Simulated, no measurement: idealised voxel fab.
Name of the process module below: voxel trench capacitor
Cross-sectional view cut (width: 245 nm; square cell size: 5 nm).
Square cells in a grid make up a cross-section in this document, and the grid is given as bands, listed from the top down, each one or more rows of cells.
It is stipulated that each band's entry specify, in nanometres, the height of the top of the band and then that of its bottom, followed by the materials of the band in left-to-right sequence, each together with its width in nanometres. A single material marked by the word "all across" is understood to fill the band from edge to edge; the word "blank" is understood to denote empty space.
Height datum 0, below which the as-received substrate wafer is one material. Lowest band open at the bottom, running downward: "0 and below".
With a width like "30..40", each row of cells in the band differs from the next by the same amount, the top row carrying the first number and the bottom row the second.
The cross-section has no changed cell in any step marked "no alteration".
Listed in "Completely sealed voids": every empty space of 8 or more cells without an open way to the top. Form: width x height at distance, the distance being from the left edge, all in nm.
What comes after the settings on a step's line is commentary from the simulator itself on that step.
Each step line may optionally specify "overlay nm", which for a step with a mask gives the rightward distance between the mask's planned place and where it lay, a negative value indicating the leftward direction.

-- These are the steps we planned for the process
| 1 | RECEIVE | material Si |
| 2 | CONFORMAL_DEP | material SiN | thk nm 5 |
| 3 | PATTERN | tone open | mask id TRENCH | material resist | width nm 25 | pitch nm 45 | thk nm 20 | overlay nm 0 |
| 4 | DIRECTIONAL_ETCH | etch materials SiN | depth nm 5 |
| 5 | DIRECTIONAL_ETCH | etch materials Si | depth nm 35 |
| 6 | STRIP | etch materials resist |
| 7 | CONFORMAL_DEP | material HfO2 | thk nm 5 |
| 8 | CONFORMAL_DEP | material TiN | thk nm 5 |
| 9 | FILL_DEP | material W | thk nm 5 |
| 10 | CMP | height nm 5 |

-- Shown in cross-section is the wafer as received, that is, as it stands after step 1
    0 and below | Si all across
    Completely sealed voids: none

-- The following cross-section depicts the wafer upon conclusion of the module. Processing commenced from the starting condition illustrated above and adhered to the plan illustrated above, save for one mistake in execution
    5 down to 0 | 70 of SiN, 5 of HfO2, 5 of TiN, 5 of W, 5 of TiN, 5 of HfO2, 20 of SiN, 5 of HfO2, 5 of TiN, 5 of W, 5 of TiN, 5 of HfO2, 20 of SiN, 5 of HfO2, 5 of TiN, 5 of W, 5 of TiN, 5 of HfO2, 60 of SiN
    0 down to -25 | 70 of Si, 5 of HfO2, 5 of TiN, 5 of W, 5 of TiN, 5 of HfO2, 20 of Si, 5 of HfO2, 5 of TiN, 5 of W, 5 of TiN, 5 of HfO2, 20 of Si, 5 of HfO2, 5 of TiN, 5 of W, 5 of TiN, 5 of HfO2, 60 of Si
    -25 down to -30 | 70 of Si, 5 of HfO2, 15 of TiN, 5 of HfO2, 20 of Si, 5 of HfO2, 15 of TiN, 5 of HfO2, 20 of Si, 5 of HfO2, 15 of TiN, 5 of HfO2, 60 of Si
    -30 down to -35 | 70 of Si, 25 of HfO2, 20 of Si, 25 of HfO2, 20 of Si, 25 of HfO2, 60 of Si
    -35 and below | Si all across
    Completely sealed voids: none
What went wrong in running the wafer? step 3 ran with different settings than intended, the actual operation and settings being PATTERN | tone open | mask id TRENCH | material resist | width nm 25 | pitch nm 45 | thk nm 20 | overlay nm 5
